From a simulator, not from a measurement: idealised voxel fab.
The process module that follows is named voxel gate over fins.
Xsec cut, 270 nm wide, square cell size 5 nm.
Cross-section = grid of square cells, listed top down in bands; band = one or more rows.
Look at the band entry: it leads with the top's height and the bottom's height in nm. Then it lists the materials left to right, with a width in nm for each. The word "everywhere" on a single material says that material fills the band edge to edge. The word "empty" is empty space.
Convention: height 0 is the level below which the wafer, as received, is all one material. The lowest band does not terminate at the bottom but continues downward, represented as "from 0 down".
Note: "30 to 40" means the width goes from the first number (top row of the band) to the second number (bottom row) in equal steps per row of cells.
The designation "all unchanged", where it is given for a processing step, indicates that no cell of the cross-section was altered in the course of that step.
Basically, "Enclosed internal cavities" tells you about the enclosed voids: empty spaces with no open way to the top, 8 cells or bigger, each written width x height at distance, where distance is from the left edge, all in nm.
Heads up: the bit after the settings on a step's line is the simulator's remark on that step.
If you see "overlay nm" on a step's line and that step has a mask, it's telling you how far right of where it was planned the mask ended up; a negative number means it went left instead.
Every pair from here on: before one process step, after it. The after cross-section reaches only to the lowest band that changed. Below the pair: the step in between and its settings. Pairs can belong to different runs of this module on the same starting wafer; a pair carries on from the pair above only if the entry headed "Prior state" says so.
Prior state
	from 0 down | Si everywhere
	Enclosed internal cavities: none
Sectional View, Post-Process
	from 5 to 0 | SiN everywhere
	Below 0 it's all the same as before, nothing changed down there.
	Enclosed internal cavities: none
Relating the two cross-sections above, the step in between is op CONFORMAL_DEP | material SiN | thk nm 5
Prior state: we pick up right where the pair above leaves off, with its after cross-section.
Sectional View, Post-Process
	from 20 to 5 | empty 85 | resist 15 | empty 25 | resist 15 | empty 25 | resist 15 | empty 90
	Below 5 it's all the same as before, nothing changed down there.
	Enclosed internal cavities: none
Relating the two cross-sections above, the step in between is op PATTERN | tone cover | mask id FINS | material resist | width nm 15 | pitch nm 40 | thk nm 15 | overlay nm 0
Prior state: we pick up right where the pair above leaves off, with its after cross-section.
Sectional View, Post-Process
	from 20 to 5 | empty 85 | resist 15 | empty 25 | resist 15 | empty 25 | resist 15 | empty 90
	from 5 to 0 | empty 85 | SiN 15 | empty 25 | SiN 15 | empty 25 | SiN 15 | empty 90
	Below 0 it's all the same as before, nothing changed down there.
	Enclosed internal cavities: none
Relating the two cross-sections above, the step in between is op DIRECTIONAL_ETCH | etch materials SiN | depth nm 5
Prior state: we pick up right where the pair above leaves off, with its after cross-section.
Sectional View, Post-Process
	from 20 to 5 | empty 85 | resist 15 | empty 25 | resist 15 | empty 25 | resist 15 | empty 90
	from 5 to 0 | empty 85 | SiN 15 | empty 25 | SiN 15 | empty 25 | SiN 15 | empty 90
	from 0 to -30 | empty 85 | Si 15 | empty 25 | Si 15 | empty 25 | Si 15 | empty 90
	Below -30 it's all the same as before, nothing changed down there.
	Enclosed internal cavities: none
Relating the two cross-sections above, the step in between is op DIRECTIONAL_ETCH | etch materials Si | depth nm 30
Prior state: we pick up right where the pair above leaves off, with its after cross-section.
Sectional View, Post-Process
	from 5 to 0 | empty 85 | SiN 15 | empty 25 | SiN 15 | empty 25 | SiN 15 | empty 90
	Below 0 it's all the same as before, nothing changed down there.
	Enclosed internal cavities: none
Relating the two cross-sections above, the step in between is op STRIP | etch materials resist
Prior state: we pick up right where the pair above leaves off, with its after cross-section.
Sectional View, Post-Process
	from 5 to 0 | empty 85 | SiN 15 | empty 25 | SiN 15 | empty 25 | SiN 15 | empty 90
	from 0 to -30 | empty 85 | SiO2 5 | Si 5 | SiO2 5 | empty 25 | SiO2 5 | Si 5 | SiO2 5 | empty 25 | SiO2 5 | Si 5 | SiO2 5 | empty 90
	from -30 to -35 | SiO2 90 | Si 5 | SiO2 35 | Si 5 | SiO2 35 | Si 5 | SiO2 95
	Below -35 it's all the same as before, nothing changed down there.
	Enclosed internal cavities: none
Relating the two cross-sections above, the step in between is op OXIDIZE | depth nm 5
Prior state: we pick up right where the pair above leaves off, with its after cross-section.
Sectional View, Post-Process
	from 15 to 5 | SiO2 everywhere
	from 5 to 0 | SiO2 85 | SiN 15 | SiO2 25 | SiN 15 | SiO2 25 | SiN 15 | SiO2 90
	from 0 to -35 | SiO2 90 | Si 5 | SiO2 35 | Si 5 | SiO2 35 | Si 5 | SiO2 95
	Below -35 it's all the same as before, nothing changed down there.
	Enclosed internal cavities: none
Relating the two cross-sections above, the step in between is op FILL_DEP | material SiO2 | thk nm 10
Prior state: we pick up right where the pair above leaves off, with its after cross-section.
Sectional View, Post-Process
	from 5 to 0 | SiO2 85 | SiN 15 | SiO2 25 | SiN 15 | SiO2 25 | SiN 15 | SiO2 90
	Below 0 it's all the same as before, nothing changed down there.
	Enclosed internal cavities: none
Relating the two cross-sections above, the step in between is op CMP | height nm 5
Prior state: we pick up right where the pair above leaves off, with its after cross-section.
Sectional View, Post-Process
	from 5 to 0 | empty 85 | SiN 15 | empty 25 | SiN 15 | empty 25 | SiN 15 | empty 90
	from 0 to -10 | empty 90 | Si 5 | empty 35 | Si 5 | empty 35 | Si 5 | empty 95
	Below -10 it's all the same as before, nothing changed down there.
	Enclosed internal cavities: none
Relating the two cross-sections above, the step in between is op SELECTIVE_ETCH | etch materials SiO2 | depth nm 15
Prior state: we pick up right where the pair above leaves off, with its after cross-section.
Sectional View, Post-Process
	from 0 to -10 | empty 90 | Si 5 | empty 35 | Si 5 | empty 35 | Si 5 | empty 95
	Below -10 it's all the same as before, nothing changed down there.
	Enclosed internal cavities: none
Relating the two cross-sections above, the step in between is op STRIP | etch materials SiN
Prior state: we pick up right where the pair above leaves off, with its after cross-section.
Sectional View, Post-Process
	from 5 to 0 | empty 85 | HfO2 15 | empty 25 | HfO2 15 | empty 25 | HfO2 15 | empty 90
	from 0 to -5 | empty 85 | HfO2 5 | Si 5 | HfO2 5 | empty 25 | HfO2 5 | Si 5 | HfO2 5 | empty 25 | HfO2 5 | Si 5 | HfO2 5 | empty 90
	from -5 to -10 | HfO2 90 | Si 5 | HfO2 35 | Si 5 | HfO2 35 | Si 5 | HfO2 95
	Below -10 it's all the same as before, nothing changed down there.
	Enclosed internal cavities: none
Relating the two cross-sections above, the step in between is op CONFORMAL_DEP | material HfO2 | thk nm 5
Prior state: we pick up right where the pair above leaves off, with its after cross-section.
Sectional View, Post-Process
	from 10 to 5 | empty 80 | TiN 25 | empty 15 | TiN 25 | empty 15 | TiN 25 | empty 85
	from 5 to 0 | empty 80 | TiN 5 | HfO2 15 | TiN 5 | empty 15 | TiN 5 | HfO2 15 | TiN 5 | empty 15 | TiN 5 | HfO2 15 | TiN 5 | empty 85
	from 0 to -5 | TiN 85 | HfO2 5 | Si 5 | HfO2 5 | TiN 25 | HfO2 5 | Si 5 | HfO2 5 | TiN 25 | HfO2 5 | Si 5 | HfO2 5 | TiN 90
	Below -5 it's all the same as before, nothing changed down there.
	Enclosed internal cavities: none
Relating the two cross-sections above, the step in between is op CONFORMAL_DEP | material TiN | thk nm 5
Prior state: we pick up right where the pair above leaves off, with its after cross-section.
Sectional View, Post-Process
	from 20 to 10 | W everywhere
	from 10 to 5 | W 80 | TiN 25 | W 15 | TiN 25 | W 15 | TiN 25 | W 85
	from 5 to 0 | W 80 | TiN 5 | HfO2 15 | TiN 5 | W 15 | TiN 5 | HfO2 15 | TiN 5 | W 15 | TiN 5 | HfO2 15 | TiN 5 | W 85
	Below 0 it's all the same as before, nothing changed down there.
	Enclosed internal cavities: none
Relating the two cross-sections above, the step in between is op FILL_DEP | material W | thk nm 10
Prior state: we pick up right where the pair above leaves off, with its after cross-section.
Sectional View, Post-Process
	from 15 to 10 | W everywhere
	Below 10 it's all the same as before, nothing changed down there.
	Enclosed internal cavities: none
Relating the two cross-sections above, the step in between is op CMP | height nm 15
Prior state: we pick up right where the pair above leaves off, with its after cross-section.
Sectional View, Post-Process
	from 20 to 15 | SiN everywhere
	Below 15 it's all the same as before, nothing changed down there.
	Enclosed internal cavities: none
Relating the two cross-sections above, the step in between is op CONFORMAL_DEP | material SiN | thk nm 5
Prior state
	from 0 to -10 | empty 90 | Si 5 | empty 35 | Si 5 | empty 35 | Si 5 | empty 95
	from -10 to -35 | SiO2 90 | Si 5 | SiO2 35 | Si 5 | SiO2 35 | Si 5 | SiO2 95
	from -35 down | Si everywhere
	Enclosed internal cavities: none
Sectional View, Post-Process
	from 5 to 0 | empty 85 | TiN 15 | empty 25 | TiN 15 | empty 25 | TiN 15 | empty 90
	from 0 to -5 | empty 85 | TiN 5 | Si 5 | TiN 5 | empty 25 | TiN 5 | Si 5 | TiN 5 | empty 25 | TiN 5 | Si 5 | TiN 5 | empty 90
	from -5 to -10 | TiN 90 | Si 5 | TiN 35 | Si 5 | TiN 35 | Si 5 | TiN 95
	Below -10 it's all the same as before, nothing changed down there.
	Enclosed internal cavities: none
Relating the two cross-sections above, the step in between is op CONFORMAL_DEP | material TiN | thk nm 5
Prior state: we pick up right where the pair above leaves off, with its after cross-section.
Sectional View, Post-Process
	from 15 to 5 | W everywhere
	from 5 to 0 | W 85 | TiN 15 | W 25 | TiN 15 | W 25 | TiN 15 | W 90
	from 0 to -5 | W 85 | TiN 5 | Si 5 | TiN 5 | W 25 | TiN 5 | Si 5 | TiN 5 | W 25 | TiN 5 | Si 5 | TiN 5 | W 90
	Below -5 it's all the same as before, nothing changed down there.
	Enclosed internal cavities: none
Relating the two cross-sections above, the step in between is op FILL_DEP | material W | thk nm 10
Prior state: we pick up right where the pair above leaves off, with its after cross-section.
Sectional View, Post-Process
	from 20 to 15 | SiN everywhere
	Below 15 it's all the same as before, nothing changed down there.
	Enclosed internal cavities: none
Relating the two cross-sections above, the step in between is op CONFORMAL_DEP | material SiN | thk nm 5
Prior state
	from 5 to 0 | empty 85 | SiN 15 | empty 25 | SiN 15 | empty 25 | SiN 15 | empty 90
	from 0 to -10 | empty 90 | Si 5 | empty 35 | Si 5 | empty 35 | Si 5 | empty 95
	from -10 to -35 | SiO2 90 | Si 5 | SiO2 35 | Si 5 | SiO2 35 | Si 5 | SiO2 95
	from -35 down | Si everywhere
	Enclosed internal cavities: none
Sectional View, Post-Process
	from 5 to 0 | empty 85 | SiN 15 | empty 25 | SiN 15 | empty 25 | SiN 15 | empty 90
	from 0 to -25 | empty 90 | Si 5 | empty 35 | Si 5 | empty 35 | Si 5 | empty 95
	Below -25 it's all the same as before, nothing changed down there.
	Enclosed internal cavities: none
Relating the two cross-sections above, the step in between is op SELECTIVE_ETCH | etch materials SiO2 | depth nm 15
Prior state: we pick up right where the pair above leaves off, with its after cross-section.
Sectional View, Post-Process
	from 0 to -25 | empty 90 | Si 5 | empty 35 | Si 5 | empty 35 | Si 5 | empty 95
	Below -25 it's all the same as before, nothing changed down there.
	Enclosed internal cavities: none
Relating the two cross-sections above, the step in between is op STRIP | etch materials SiN
Prior state: we pick up right where the pair above leaves off, with its after cross-section.
Sectional View, Post-Process
	from 5 to 0 | empty 85 | HfO2 15 | empty 25 | HfO2 15 | empty 25 | HfO2 15 | empty 90
	from 0 to -20 | empty 85 | HfO2 5 | Si 5 | HfO2 5 | empty 25 | HfO2 5 | Si 5 | HfO2 5 | empty 25 | HfO2 5 | Si 5 | HfO2 5 | empty 90
	from -20 to -25 | HfO2 90 | Si 5 | HfO2 35 | Si 5 | HfO2 35 | Si 5 | HfO2 95
	Below -25 it's all the same as before, nothing changed down there.
	Enclosed internal cavities: none
Relating the two cross-sections above, the step in between is op CONFORMAL_DEP | material HfO2 | thk nm 5
Prior state: we pick up right where the pair above leaves off, with its after cross-section.
Sectional View, Post-Process
	from 10 to 5 | empty 80 | TiN 25 | empty 15 | TiN 25 | empty 15 | TiN 25 | empty 85
	from 5 to 0 | empty 80 | TiN 5 | HfO2 15 | TiN 5 | empty 15 | TiN 5 | HfO2 15 | TiN 5 | empty 15 | TiN 5 | HfO2 15 | TiN 5 | empty 85
	from 0 to -15 | empty 80 | TiN 5 | HfO2 5 | Si 5 | HfO2 5 | TiN 5 | empty 15 | TiN 5 | HfO2 5 | Si 5 | HfO2 5 | TiN 5 | empty 15 | TiN 5 | HfO2 5 | Si 5 | HfO2 5 | TiN 5 | empty 85
	from -15 to -20 | TiN 85 | HfO2 5 | Si 5 | HfO2 5 | TiN 25 | HfO2 5 | Si 5 | HfO2 5 | TiN 25 | HfO2 5 | Si 5 | HfO2 5 | TiN 90
	Below -20 it's all the same as before, nothing changed down there.
	Enclosed internal cavities: none
Relating the two cross-sections above, the step in between is op CONFORMAL_DEP | material TiN | thk nm 5
Prior state: we pick up right where the pair above leaves off, with its after cross-section.
Sectional View, Post-Process
	from 20 to 10 | W everywhere
	from 10 to 5 | W 80 | TiN 25 | W 15 | TiN 25 | W 15 | TiN 25 | W 85
	from 5 to 0 | W 80 | TiN 5 | HfO2 15 | TiN 5 | W 15 | TiN 5 | HfO2 15 | TiN 5 | W 15 | TiN 5 | HfO2 15 | TiN 5 | W 85
	from 0 to -15 | W 80 | TiN 5 | HfO2 5 | Si 5 | HfO2 5 | TiN 5 | W 15 | TiN 5 | HfO2 5 | Si 5 | HfO2 5 | TiN 5 | W 15 | TiN 5 | HfO2 5 | Si 5 | HfO2 5 | TiN 5 | W 85
	Below -15 it's all the same as before, nothing changed down there.
	Enclosed internal cavities: none
Relating the two cross-sections above, the step in between is op FILL_DEP | material W | thk nm 10
Prior state: we pick up right where the pair above leaves off, with its after cross-section.
Sectional View, Post-Process
	from 15 to 10 | W everywhere
	Below 10 it's all the same as before, nothing changed down there.
	Enclosed internal cavities: none
Relating the two cross-sections above, the step in between is op CMP | height nm 15
Prior state: we pick up right where the pair above leaves off, with its after cross-section.
Sectional View, Post-Process
	from 20 to 15 | SiN everywhere
	Below 15 it's all the same as before, nothing changed down there.
	Enclosed internal cavities: none
Relating the two cross-sections above, the step in between is op CONFORMAL_DEP | material SiN | thk nm 5
Prior state
	from 5 to 0 | empty 85 | TiN 15 | empty 25 | TiN 15 | empty 25 | TiN 15 | empty 90
	from 0 to -5 | empty 85 | TiN 5 | Si 5 | TiN 5 | empty 25 | TiN 5 | Si 5 | TiN 5 | empty 25 | TiN 5 | Si 5 | TiN 5 | empty 90
	from -5 to -10 | TiN 90 | Si 5 | TiN 35 | Si 5 | TiN 35 | Si 5 | TiN 95
	from -10 to -35 | SiO2 90 | Si 5 | SiO2 35 | Si 5 | SiO2 35 | Si 5 | SiO2 95
	from -35 down | Si everywhere
	Enclosed internal cavities: none
Sectional View, Post-Process
	from 10 to 5 | empty 80 | HfO2 25 | empty 15 | HfO2 25 | empty 15 | HfO2 25 | empty 85
	from 5 to 0 | empty 80 | HfO2 5 | TiN 15 | HfO2 5 | empty 15 | HfO2 5 | TiN 15 | HfO2 5 | empty 15 | HfO2 5 | TiN 15 | HfO2 5 | empty 85
	from 0 to -5 | HfO2 85 | TiN 5 | Si 5 | TiN 5 | HfO2 25 | TiN 5 | Si 5 | TiN 5 | HfO2 25 | TiN 5 | Si 5 | TiN 5 | HfO2 90
	Below -5 it's all the same as before, nothing changed down there.
	Enclosed internal cavities: none
Relating the two cross-sections above, the step in between is op CONFORMAL_DEP | material HfO2 | thk nm 5
Prior state: we pick up right where the pair above leaves off, with its after cross-section.
Sectional View, Post-Process
	from 20 to 10 | W everywhere
	from 10 to 5 | W 80 | HfO2 25 | W 15 | HfO2 25 | W 15 | HfO2 25 | W 85
	from 5 to 0 | W 80 | HfO2 5 | TiN 15 | HfO2 5 | W 15 | HfO2 5 | TiN 15 | HfO2 5 | W 15 | HfO2 5 | TiN 15 | HfO2 5 | W 85
	Below 0 it's all the same as before, nothing changed down there.
	Enclosed internal cavities: none
Relating the two cross-sections above, the step in between is op FILL_DEP | material W | thk nm 10
Prior state: we pick up right where the pair above leaves off, with its after cross-section.
Sectional View, Post-Process
	from 15 to 10 | W everywhere
	Below 10 it's all the same as before, nothing changed down there.
	Enclosed internal cavities: none
Relating the two cross-sections above, the step in between is op CMP | height nm 15
Prior state: we pick up right where the pair above leaves off, with its after cross-section.
Sectional View, Post-Process
	from 20 to 15 | SiN everywhere
	Below 15 it's all the same as before, nothing changed down there.
	Enclosed internal cavities: none
Relating the two cross-sections above, the step in between is op CONFORMAL_DEP | material SiN | thk nm 5
Prior state
	from 20 to 10 | W everywhere
	from 10 to 5 | W 80 | TiN 25 | W 15 | TiN 25 | W 15 | TiN 25 | W 85
	from 5 to 0 | W 80 | TiN 5 | HfO2 15 | TiN 5 | W 15 | TiN 5 | HfO2 15 | TiN 5 | W 15 | TiN 5 | HfO2 15 | TiN 5 | W 85
	from 0 to -5 | TiN 85 | HfO2 5 | Si 5 | HfO2 5 | TiN 25 | HfO2 5 | Si 5 | HfO2 5 | TiN 25 | HfO2 5 | Si 5 | HfO2 5 | TiN 90
	from -5 to -10 | HfO2 90 | Si 5 | HfO2 35 | Si 5 | HfO2 35 | Si 5 | HfO2 95
	from -10 to -35 | SiO2 90 | Si 5 | SiO2 35 | Si 5 | SiO2 35 | Si 5 | SiO2 95
	from -35 down | Si everywhere
	Enclosed internal cavities: none
Sectional View, Post-Process
	from 10 to 5 | W 80 | TiN 25 | W 15 | TiN 25 | W 15 | TiN 25 | W 85
	Below 5 it's all the same as before, nothing changed down there.
	Enclosed internal cavities: none
Relating the two cross-sections above, the step in between is op CMP | height nm 10
Prior state: we pick up right where the pair above leaves off, with its after cross-section.
Sectional View, Post-Process
	from 15 to 10 | SiN everywhere
	Below 10 it's all the same as before, nothing changed down there.
	Enclosed internal cavities: none
Relating the two cross-sections above, the step in between is op CONFORMAL_DEP | material SiN | thk nm 5
Prior state
	from 5 to 0 | SiN everywhere
	from 0 down | Si everywhere
	Enclosed internal cavities: none
Sectional View, Post-Process
	from 20 to 5 | empty 80 | resist 25 | empty 15 | resist 25 | empty 15 | resist 25 | empty 85
	Below 5 it's all the same as before, nothing changed down there.
	Enclosed internal cavities: none
Relating the two cross-sections above, the step in between is op PATTERN | tone cover | mask id FINS | material resist | width nm 25 | pitch nm 40 | thk nm 15 | overlay nm 0
Prior state: we pick up right where the pair above leaves off, with its after cross-section.
Sectional View, Post-Process
	from 20 to 5 | empty 80 | resist 25 | empty 15 | resist 25 | empty 15 | resist 25 | empty 85
	from 5 to 0 | empty 80 | SiN 25 | empty 15 | SiN 25 | empty 15 | SiN 25 | empty 85
	Below 0 it's all the same as before, nothing changed down there.
	Enclosed internal cavities: none
Relating the two cross-sections above, the step in between is op DIRECTIONAL_ETCH | etch materials SiN | depth nm 5
Prior state: we pick up right where the pair above leaves off, with its after cross-section.
Sectional View, Post-Process
	from 20 to 5 | empty 80 | resist 25 | empty 15 | resist 25 | empty 15 | resist 25 | empty 85
	from 5 to 0 | empty 80 | SiN 25 | empty 15 | SiN 25 | empty 15 | SiN 25 | empty 85
	from 0 to -30 | empty 80 | Si 25 | empty 15 | Si 25 | empty 15 | Si 25 | empty 85
	Below -30 it's all the same as before, nothing changed down there.
	Enclosed internal cavities: none
Relating the two cross-sections above, the step in between is op DIRECTIONAL_ETCH | etch materials Si | depth nm 30
Prior state: we pick up right where the pair above leaves off, with its after cross-section.
Sectional View, Post-Process
	from 5 to 0 | empty 80 | SiN 25 | empty 15 | SiN 25 | empty 15 | SiN 25 | empty 85
	Below 0 it's all the same as before, nothing changed down there.
	Enclosed internal cavities: none
Relating the two cross-sections above, the step in between is op STRIP | etch materials resist
Prior state: we pick up right where the pair above leaves off, with its after cross-section.
Sectional View, Post-Process
	from 5 to 0 | empty 80 | SiN 25 | empty 15 | SiN 25 | empty 15 | SiN 25 | empty 85
	from 0 to -30 | empty 80 | SiO2 5 | Si 15 | SiO2 5 | empty 15 | SiO2 5 | Si 15 | SiO2 5 | empty 15 | SiO2 5 | Si 15 | SiO2 5 | empty 85
	from -30 to -35 | SiO2 85 | Si 15 | SiO2 25 | Si 15 | SiO2 25 | Si 15 | SiO2 90
	Below -35 it's all the same as before, nothing changed down there.
	Enclosed internal cavities: none
Relating the two cross-sections above, the step in between is op OXIDIZE | depth nm 5
Prior state: we pick up right where the pair above leaves off, with its after cross-section.
Sectional View, Post-Process
	from 15 to 5 | SiO2 everywhere
	from 5 to 0 | SiO2 80 | SiN 25 | SiO2 15 | SiN 25 | SiO2 15 | SiN 25 | SiO2 85
	from 0 to -35 | SiO2 85 | Si 15 | SiO2 25 | Si 15 | SiO2 25 | Si 15 | SiO2 90
	Below -35 it's all the same as before, nothing changed down there.
	Enclosed internal cavities: none
Relating the two cross-sections above, the step in between is op FILL_DEP | material SiO2 | thk nm 10
Prior state: we pick up right where the pair above leaves off, with its after cross-section.
Sectional View, Post-Process
	from 5 to 0 | SiO2 80 | SiN 25 | SiO2 15 | SiN 25 | SiO2 15 | SiN 25 | SiO2 85
	Below 0 it's all the same as before, nothing changed down there.
	Enclosed internal cavities: none
Relating the two cross-sections above, the step in between is op CMP | height nm 5
Prior state: we pick up right where the pair above leaves off, with its after cross-section.
Sectional View, Post-Process
	from 5 to 0 | empty 80 | SiN 25 | empty 15 | SiN 25 | empty 15 | SiN 25 | empty 85
	from 0 to -10 | empty 85 | Si 15 | empty 25 | Si 15 | empty 25 | Si 15 | empty 90
	Below -10 it's all the same as before, nothing changed down there.
	Enclosed internal cavities: none
Relating the two cross-sections above, the step in between is op SELECTIVE_ETCH | etch materials SiO2 | depth nm 15
Prior state: we pick up right where the pair above leaves off, with its after cross-section.
Sectional View, Post-Process
	from 0 to -10 | empty 85 | Si 15 | empty 25 | Si 15 | empty 25 | Si 15 | empty 90
	Below -10 it's all the same as before, nothing changed down there.
	Enclosed internal cavities: none
Relating the two cross-sections above, the step in between is op STRIP | etch materials SiN
Prior state: we pick up right where the pair above leaves off, with its after cross-section.
Sectional View, Post-Process
	from 5 to 0 | empty 80 | HfO2 25 | empty 15 | HfO2 25 | empty 15 | HfO2 25 | empty 85
	from 0 to -5 | empty 80 | HfO2 5 | Si 15 | HfO2 5 | empty 15 | HfO2 5 | Si 15 | HfO2 5 | empty 15 | HfO2 5 | Si 15 | HfO2 5 | empty 85
	from -5 to -10 | HfO2 85 | Si 15 | HfO2 25 | Si 15 | HfO2 25 | Si 15 | HfO2 90
	Below -10 it's all the same as before, nothing changed down there.
	Enclosed internal cavities: none
Relating the two cross-sections above, the step in between is op CONFORMAL_DEP | material HfO2 | thk nm 5
Prior state: we pick up right where the pair above leaves off, with its after cross-section.
Sectional View, Post-Process
	from 10 to 5 | empty 75 | TiN 35 | empty 5 | TiN 35 | empty 5 | TiN 35 | empty 80
	from 5 to 0 | empty 75 | TiN 5 | HfO2 25 | TiN 5 | empty 5 | TiN 5 | HfO2 25 | TiN 5 | empty 5 | TiN 5 | HfO2 25 | TiN 5 | empty 80
	from 0 to -5 | TiN 80 | HfO2 5 | Si 15 | HfO2 5 | TiN 15 | HfO2 5 | Si 15 | HfO2 5 | TiN 15 | HfO2 5 | Si 15 | HfO2 5 | TiN 85
	Below -5 it's all the same as before, nothing changed down there.
	Enclosed internal cavities: none
Relating the two cross-sections above, the step in between is op CONFORMAL_DEP | material TiN | thk nm 5
Prior state: we pick up right where the pair above leaves off, with its after cross-section.
Sectional View, Post-Process
	from 20 to 10 | W everywhere
	from 10 to 5 | W 75 | TiN 35 | W 5 | TiN 35 | W 5 | TiN 35 | W 80
	from 5 to 0 | W 75 | TiN 5 | HfO2 25 | TiN 5 | W 5 | TiN 5 | HfO2 25 | TiN 5 | W 5 | TiN 5 | HfO2 25 | TiN 5 | W 80
	Below 0 it's all the same as before, nothing changed down there.
	Enclosed internal cavities: none
Relating the two cross-sections above, the step in between is op FILL_DEP | material W | thk nm 10
Prior state: we pick up right where the pair above leaves off, with its after cross-section.
Sectional View, Post-Process
	from 15 to 10 | W everywhere
	Below 10 it's all the same as before, nothing changed down there.
	Enclosed internal cavities: none
Relating the two cross-sections above, the step in between is op CMP | height nm 15
Prior state: we pick up right where the pair above leaves off, with its after cross-section.
Sectional View, Post-Process
	from 20 to 15 | SiN everywhere
	Below 15 it's all the same as before, nothing changed down there.
	Enclosed internal cavities: none
Relating the two cross-sections above, the step in between is op CONFORMAL_DEP | material SiN | thk nm 5
Prior state
	from 5 to 0 | SiN everywhere
	from 0 down | Si everywhere
	Enclosed internal cavities: none
Sectional View, Post-Process
	from 20 to 5 | empty 90 | resist 15 | empty 25 | resist 15 | empty 25 | resist 15 | empty 85
	Below 5 it's all the same as before, nothing changed down there.
	Enclosed internal cavities: none
Relating the two cross-sections above, the step in between is op PATTERN | tone cover | mask id FINS | material resist | width nm 15 | pitch nm 40 | thk nm 15 | overlay nm 5
Prior state: we pick up right where the pair above leaves off, with its after cross-section.
Sectional View, Post-Process
	from 20 to 5 | empty 90 | resist 15 | empty 25 | resist 15 | empty 25 | resist 15 | empty 85
	from 5 to 0 | empty 90 | SiN 15 | empty 25 | SiN 15 | empty 25 | SiN 15 | empty 85
	Below 0 it's all the same as before, nothing changed down there.
	Enclosed internal cavities: none
Relating the two cross-sections above, the step in between is op DIRECTIONAL_ETCH | etch materials SiN | depth nm 5
Prior state: we pick up right where the pair above leaves off, with its after cross-section.
Sectional View, Post-Process
	from 20 to 5 | empty 90 | resist 15 | empty 25 | resist 15 | empty 25 | resist 15 | empty 85
	from 5 to 0 | empty 90 | SiN 15 | empty 25 | SiN 15 | empty 25 | SiN 15 | empty 85
	from 0 to -30 | empty 90 | Si 15 | empty 25 | Si 15 | empty 25 | Si 15 | empty 85
	Below -30 it's all the same as before, nothing changed down there.
	Enclosed internal cavities: none
Relating the two cross-sections above, the step in between is op DIRECTIONAL_ETCH | etch materials Si | depth nm 30
Prior state: we pick up right where the pair above leaves off, with its after cross-section.
Sectional View, Post-Process
	from 5 to 0 | empty 90 | SiN 15 | empty 25 | SiN 15 | empty 25 | SiN 15 | empty 85
	Below 0 it's all the same as before, nothing changed down there.
	Enclosed internal cavities: none
Relating the two cross-sections above, the step in between is op STRIP | etch materials resist
Prior state: we pick up right where the pair above leaves off, with its after cross-section.
Sectional View, Post-Process
	from 5 to 0 | empty 90 | SiN 15 | empty 25 | SiN 15 | empty 25 | SiN 15 | empty 85
	from 0 to -30 | empty 90 | SiO2 5 | Si 5 | SiO2 5 | empty 25 | SiO2 5 | Si 5 | SiO2 5 | empty 25 | SiO2 5 | Si 5 | SiO2 5 | empty 85
	from -30 to -35 | SiO2 95 | Si 5 | SiO2 35 | Si 5 | SiO2 35 | Si 5 | SiO2 90
	Below -35 it's all the same as before, nothing changed down there.
	Enclosed internal cavities: none
Relating the two cross-sections above, the step in between is op OXIDIZE | depth nm 5
Prior state: we pick up right where the pair above leaves off, with its after cross-section.
Sectional View, Post-Process
	from 15 to 5 | SiO2 everywhere
	from 5 to 0 | SiO2 90 | SiN 15 | SiO2 25 | SiN 15 | SiO2 25 | SiN 15 | SiO2 85
	from 0 to -35 | SiO2 95 | Si 5 | SiO2 35 | Si 5 | SiO2 35 | Si 5 | SiO2 90
	Below -35 it's all the same as before, nothing changed down there.
	Enclosed internal cavities: none
Relating the two cross-sections above, the step in between is op FILL_DEP | material SiO2 | thk nm 10
Prior state: we pick up right where the pair above leaves off, with its after cross-section.
Sectional View, Post-Process
	from 5 to 0 | SiO2 90 | SiN 15 | SiO2 25 | SiN 15 | SiO2 25 | SiN 15 | SiO2 85
	Below 0 it's all the same as before, nothing changed down there.
	Enclosed internal cavities: none
Relating the two cross-sections above, the step in between is op CMP | height nm 5
Prior state: we pick up right where the pair above leaves off, with its after cross-section.
Sectional View, Post-Process
	from 5 to 0 | empty 90 | SiN 15 | empty 25 | SiN 15 | empty 25 | SiN 15 | empty 85
	from 0 to -10 | empty 95 | Si 5 | empty 35 | Si 5 | empty 35 | Si 5 | empty 90
	Below -10 it's all the same as before, nothing changed down there.
	Enclosed internal cavities: none
Relating the two cross-sections above, the step in between is op SELECTIVE_ETCH | etch materials SiO2 | depth nm 15
Prior state: we pick up right where the pair above leaves off, with its after cross-section.
Sectional View, Post-Process
	from 0 to -10 | empty 95 | Si 5 | empty 35 | Si 5 | empty 35 | Si 5 | empty 90
	Below -10 it's all the same as before, nothing changed down there.
	Enclosed internal cavities: none
Relating the two cross-sections above, the step in between is op STRIP | etch materials SiN
Prior state: we pick up right where the pair above leaves off, with its after cross-section.
Sectional View, Post-Process
	from 5 to 0 | empty 90 | HfO2 15 | empty 25 | HfO2 15 | empty 25 | HfO2 15 | empty 85
	from 0 to -5 | empty 90 | HfO2 5 | Si 5 | HfO2 5 | empty 25 | HfO2 5 | Si 5 | HfO2 5 | empty 25 | HfO2 5 | Si 5 | HfO2 5 | empty 85
	from -5 to -10 | HfO2 95 | Si 5 | HfO2 35 | Si 5 | HfO2 35 | Si 5 | HfO2 90
	Below -10 it's all the same as before, nothing changed down there.
	Enclosed internal cavities: none
Relating the two cross-sections above, the step in between is op CONFORMAL_DEP | material HfO2 | thk nm 5
Prior state: we pick up right where the pair above leaves off, with its after cross-section.
Sectional View, Post-Process
	from 10 to 5 | empty 85 | TiN 25 | empty 15 | TiN 25 | empty 15 | TiN 25 | empty 80
	from 5 to 0 | empty 85 | TiN 5 | HfO2 15 | TiN 5 | empty 15 | TiN 5 | HfO2 15 | TiN 5 | empty 15 | TiN 5 | HfO2 15 | TiN 5 | empty 80
	from 0 to -5 | TiN 90 | HfO2 5 | Si 5 | HfO2 5 | TiN 25 | HfO2 5 | Si 5 | HfO2 5 | TiN 25 | HfO2 5 | Si 5 | HfO2 5 | TiN 85
	Below -5 it's all the same as before, nothing changed down there.
	Enclosed internal cavities: none
Relating the two cross-sections above, the step in between is op CONFORMAL_DEP | material TiN | thk nm 5
Prior state: we pick up right where the pair above leaves off, with its after cross-section.
Sectional View, Post-Process
	from 20 to 10 | W everywhere
	from 10 to 5 | W 85 | TiN 25 | W 15 | TiN 25 | W 15 | TiN 25 | W 80
	from 5 to 0 | W 85 | TiN 5 | HfO2 15 | TiN 5 | W 15 | TiN 5 | HfO2 15 | TiN 5 | W 15 | TiN 5 | HfO2 15 | TiN 5 | W 80
	Below 0 it's all the same as before, nothing changed down there.
	Enclosed internal cavities: none
Relating the two cross-sections above, the step in between is op FILL_DEP | material W | thk nm 10
Prior state: we pick up right where the pair above leaves off, with its after cross-section.
Sectional View, Post-Process
	from 15 to 10 | W everywhere
	Below 10 it's all the same as before, nothing changed down there.
	Enclosed internal cavities: none
Relating the two cross-sections above, the step in between is op CMP | height nm 15
